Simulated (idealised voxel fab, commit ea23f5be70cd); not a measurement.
Title: Process Module voxel transistor to metal
Shown is cross-section cut, with a width of 150 nm and square cells of size 5 nm.
We lay out every cross-section as a grid of square cells and spell it out in bands from the top down, where one band means one or more rows of cells.
Heads up on the band format: heights come first, top then bottom, in nm. After that it's the materials left to right, each with its width in nm. A single material flagged "throughout" fills the whole band edge to edge, and "empty" means there's empty space there.
Heights are expressed relative to 0, this being the level below which the as-received wafer comprises one material exclusively. The lowest band is unbounded in the downward direction and is denoted as in "0 nm and below".
Quick explanation for "30 to 40": the width changes in equal steps down the rows of cells, from the first number in the band's top row to the second number in its bottom row.
It should be understood that the words "stayed the same", when stated for a given step, signify that the cross-section underwent no change in any of its cells during that step.
Entry "Trapped void list" = empty spaces >= 8 cells with no open way to the top; each as width x height at distance, distance from left edge, all nm.
On each step's line, the part that comes after the settings is the simulator's own comment on the step.
The setting "overlay nm" may be written on the line of a step. When the step uses a mask, the value reports how far to the right of the planned place the mask lay, and a negative value reports that it lay to the left.

## The following list gives the planned process steps
step 1: RECEIVE with material Si
step 2: CONFORMAL_DEP with material SiO2, thk nm 5
step 3: CONFORMAL_DEP with material SiN, thk nm 15
step 4: DIRECTIONAL_DEP with material aC, thk nm 15
step 5: PATTERN with tone cover, mask id ACTIVE, material resist, width nm 100, thk nm 35, overlay nm 0
step 6: DIRECTIONAL_ETCH with etch materials aC, depth nm 15
step 7: STRIP with etch materials resist
step 8: DIRECTIONAL_ETCH with etch materials SiN, depth nm 15
step 9: DIRECTIONAL_ETCH with etch materials SiO2, depth nm 5
step 10: DIRECTIONAL_ETCH with etch materials Si, depth nm 25
step 11: STRIP with etch materials aC
step 12: OXIDIZE with depth nm 5
step 13: FILL_DEP with material SiO2, thk nm 10
step 14: CMP with height nm 20
step 15: SELECTIVE_ETCH with etch materials SiO2, depth nm 10
step 16: STRIP with etch materials SiN
step 17: SELECTIVE_ETCH with etch materials SiO2, depth nm 5
step 18: OXIDIZE with depth nm 5
step 19: DIRECTIONAL_DEP with material polySi, thk nm 20
step 20: DIRECTIONAL_DEP with material SiCN, thk nm 15
step 21: PATTERN with tone cover, mask id GATE, material resist, width nm 20, thk nm 15, overlay nm 0
step 22: DIRECTIONAL_ETCH with etch materials SiCN, depth nm 25
step 23: DIRECTIONAL_ETCH with etch materials polySi, depth nm 30
step 24: STRIP with etch materials resist
step 25: CONFORMAL_DEP with material SiN, thk nm 10
step 26: DIRECTIONAL_ETCH with etch materials SiN, depth nm 10
step 27: DIRECTIONAL_ETCH with etch materials SiO2, depth nm 5
step 28: DIRECTIONAL_ETCH with etch materials Si, depth nm 15
step 29: EPI with material nSi, thk nm 15
step 30: FILL_DEP with material SiO2, thk nm 5
step 31: CMP with height nm 35
step 32: DIRECTIONAL_DEP with material SiO2, thk nm 15
step 33: MASKED_ETCH with tone open, mask id CONTACT, width nm 30, pitch nm 60, etch materials SiO2, depth nm 55, overlay nm 0
step 34: CONFORMAL_DEP with material TiN, thk nm 5
step 35: FILL_DEP with material W, thk nm 10
step 36: CMP with height nm 50
step 37: CONFORMAL_DEP with material SiN, thk nm 5
step 38: DIRECTIONAL_DEP with material SiO2, thk nm 15
step 39: MASKED_ETCH with tone open, mask id METAL_1, width nm 15, pitch nm 75, etch materials SiO2, depth nm 15, overlay nm 0
step 40: MASKED_ETCH with tone open, mask id METAL_1, width nm 15, pitch nm 75, etch materials SiN, depth nm 5, overlay nm 0
step 41: CONFORMAL_DEP with material TiN, thk nm 5
step 42: FILL_DEP with material Cu, thk nm 10
step 43: CMP with height nm 70
step 44: CONFORMAL_DEP with material SiCN, thk nm 5
step 45: DIRECTIONAL_DEP with material SiO2, thk nm 35
step 46: PATTERN with tone open, mask id METAL_2, material resist, width nm 15, pitch nm 75, thk nm 20, overlay nm 0
step 47: DIRECTIONAL_ETCH with etch materials SiO2, depth nm 20
step 48: STRIP with etch materials resist
step 49: DIRECTIONAL_DEP with material aC, thk nm 15
step 50: PATTERN with tone open, mask id METAL_2_HOLES, material resist, width nm 15, pitch nm 75, thk nm 30, overlay nm 0
step 51: DIRECTIONAL_ETCH with etch materials aC, depth nm 15
step 52: STRIP with etch materials resist
step 53: DIRECTIONAL_ETCH with etch materials SiO2, depth nm 15
step 54: DIRECTIONAL_ETCH with etch materials SiCN, depth nm 5
step 55: STRIP with etch materials aC
step 56: CONFORMAL_DEP with material TiN, thk nm 5
step 57: FILL_DEP with material Cu, thk nm 5
step 58: CMP with height nm 110
step 59: CONFORMAL_DEP with material SiN, thk nm 5

## Delivered wafer in cross-section: state after step 1
	0 nm and below  Si throughout
	Trapped void list: none

## Cross-section, first of two wafers, end of module, run as planned
	115 nm to 110 nm  SiN throughout
	110 nm to 75 nm  30 nm SiO2  5 nm TiN  5 nm Cu  5 nm TiN  60 nm SiO2  5 nm TiN  5 nm Cu  5 nm TiN  30 nm SiO2
	75 nm to 70 nm  30 nm SiCN  15 nm TiN  60 nm SiCN  15 nm TiN  30 nm SiCN
	70 nm to 55 nm  30 nm SiO2  5 nm TiN  5 nm Cu  5 nm TiN  60 nm SiO2  5 nm TiN  5 nm Cu  5 nm TiN  30 nm SiO2
	55 nm to 50 nm  30 nm SiN  15 nm TiN  60 nm SiN  15 nm TiN  30 nm SiN
	50 nm to 40 nm  30 nm SiO2  5 nm TiN  20 nm W  5 nm TiN  30 nm SiO2  5 nm TiN  20 nm W  5 nm TiN  30 nm SiO2
	40 nm to 35 nm  30 nm SiO2  5 nm TiN  15 nm W  10 nm TiN  30 nm SiO2  10 nm TiN  15 nm W  5 nm TiN  30 nm SiO2
	35 nm to 20 nm  30 nm SiO2  5 nm TiN  15 nm W  5 nm TiN  10 nm SiN  20 nm SiCN  10 nm SiN  5 nm TiN  15 nm W  5 nm TiN  30 nm SiO2
	20 nm to 15 nm  30 nm SiO2  5 nm TiN  15 nm W  5 nm TiN  10 nm SiN  20 nm polySi  10 nm SiN  5 nm TiN  15 nm W  5 nm TiN  30 nm SiO2
	15 nm to 10 nm  30 nm SiO2  25 nm TiN  10 nm SiN  20 nm polySi  10 nm SiN  25 nm TiN  30 nm SiO2
	10 nm to 5 nm  30 nm SiO2  10 nm TiN  15 nm nSi  10 nm SiN  20 nm polySi  10 nm SiN  15 nm nSi  10 nm TiN  30 nm SiO2
	5 nm to 0 nm  20 nm SiO2  10 nm SiN  10 nm TiN  15 nm nSi  10 nm SiN  20 nm polySi  10 nm SiN  15 nm nSi  10 nm TiN  10 nm SiN  20 nm SiO2
	0 nm to -5 nm  30 nm SiO2  10 nm TiN  15 nm nSi  40 nm SiO2  15 nm nSi  10 nm TiN  30 nm SiO2
	-5 nm to -20 nm  30 nm SiO2  25 nm nSi  40 nm Si  25 nm nSi  30 nm SiO2
	-20 nm to -30 nm  30 nm SiO2  90 nm Si  30 nm SiO2
	-30 nm and below  Si throughout
	Trapped void list: none

## Wafer two, sectioned after the module: the first wafer's start, the first wafer's plan, and one mistake in how it was run
	115 nm to 110 nm  SiN throughout
	110 nm to 75 nm  30 nm SiO2  5 nm TiN  5 nm Cu  5 nm TiN  60 nm SiO2  5 nm TiN  5 nm Cu  5 nm TiN  30 nm SiO2
	75 nm to 70 nm  30 nm SiCN  15 nm TiN  60 nm SiCN  15 nm TiN  30 nm SiCN
	70 nm to 55 nm  30 nm SiO2  5 nm TiN  5 nm Cu  5 nm TiN  60 nm SiO2  5 nm TiN  5 nm Cu  5 nm TiN  30 nm SiO2
	55 nm to 50 nm  30 nm SiN  15 nm TiN  60 nm SiN  15 nm TiN  30 nm SiN
	50 nm to 40 nm  30 nm SiO2  5 nm TiN  20 nm W  5 nm TiN  30 nm SiO2  5 nm TiN  20 nm W  5 nm TiN  30 nm SiO2
	40 nm to 35 nm  30 nm SiO2  5 nm TiN  15 nm W  10 nm TiN  30 nm SiO2  10 nm TiN  15 nm W  5 nm TiN  30 nm SiO2
	35 nm to 25 nm  30 nm SiO2  5 nm TiN  15 nm W  5 nm TiN  10 nm SiN  20 nm SiCN  10 nm SiN  5 nm TiN  15 nm W  5 nm TiN  30 nm SiO2
	25 nm to 5 nm  30 nm SiO2  5 nm TiN  15 nm W  5 nm TiN  10 nm SiN  20 nm polySi  10 nm SiN  5 nm TiN  15 nm W  5 nm TiN  30 nm SiO2
	5 nm to 0 nm  20 nm SiO2  10 nm SiN  5 nm TiN  15 nm W  5 nm TiN  40 nm SiO2  5 nm TiN  15 nm W  5 nm TiN  10 nm SiN  20 nm SiO2
	0 nm to -5 nm  30 nm SiO2  25 nm TiN  40 nm SiO2  25 nm TiN  30 nm SiO2
	-5 nm to -20 nm  20 nm nSi  110 nm SiO2  20 nm nSi
	-20 nm to -30 nm  20 nm Si  110 nm SiO2  20 nm Si
	-30 nm and below  Si throughout
	Trapped void list: none
Run error: step 5, actual vs plan mismatch, actual run PATTERN with tone open, mask id ACTIVE, material resist, width nm 100, thk nm 35, overlay nm 0
Final wafer comparison in cells, second versus first, more or fewer per material: 44 fewer of Si, 4 fewer of SiCN, 4 fewer of SiN, 58 more of SiO2, 18 more of W, 24 fewer of nSi
